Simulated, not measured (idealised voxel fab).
This section sets out a process module, namely voxel released beams.
The figure presents cross-section cut, which has a width of 220 nm and is divided into square cells with an edge length of 5 nm.
Cross-section layout: square cells on a grid; listed as bands, top to bottom; a band spans one or more cell rows.
This entry defines a band. It first specifies the height of the band's top and the height of its bottom in nm, and then specifies the band's materials from left to right, stating each material with its width in nm. The word "throughout" identifies a single material that fills the band from edge to edge, while the word "empty" identifies empty space.
A quick word on heights: they are counted from 0, and under that level the wafer as it came to us is one material throughout. The lowest band is different from the rest in having no bottom; it simply continues downward, written as in "top 0, no bottom".
The notation "30..40" denotes a width that varies across the rows of cells in the band, beginning at the first number in the top row, finishing at the second number in the bottom row, and changing by an identical amount from each row to the next.
Given "no alteration" for a step, no cell of the cross-section differs between before and after that step.
Under "Closed voids list" you'll find the enclosed gaps, the ones with no way out to the top, that are 8 cells or bigger; each reads width x height at distance, with distance counted from the left edge, everything in nm.
Step line, after settings: the simulator's comment on this step.
"overlay nm" denotes, for a step that has a mask, the displacement of the mask to the right of its planned place, with negative values corresponding to the left.

### List of planned process steps
1) RECEIVE [material Si]
2) CONFORMAL_DEP [material SiN] [thk nm 10]
3) DIRECTIONAL_DEP [material SiO2] [thk nm 15]
4) MASKED_ETCH [tone open] [mask id ANCHOR] [width nm 45] [etch materials SiO2] [depth nm 15] [overlay nm 0]
5) CONFORMAL_DEP [material TiN] [thk nm 15]
6) PATTERN [tone cover] [mask id BEAM] [material resist] [width nm 130] [thk nm 20] [overlay nm 0]
7) DIRECTIONAL_ETCH [etch materials TiN] [depth nm 15]
8) STRIP [etch materials resist]
9) STRIP [etch materials SiO2]

### as received, after step 1
    top 0, no bottom: Si throughout
    Closed voids list: none

### Look at the cross-section after the module: the wafer started out the way shown above and the plan was the one shown above, yet one mistake was made along the way
    top 40, bottom 25: empty: 45; TiN: 15; empty: 15; TiN: 95; empty: 50
    top 25, bottom 10: empty: 45; TiN: 45; empty: 130
    top 10, bottom 0: SiN throughout
    top 0, no bottom: Si throughout
    Closed voids list: none
Plan not followed: step 6 off recipe, ran as PATTERN [tone cover] [mask id BEAM] [material resist] [width nm 125] [thk nm 20] [overlay nm 0]
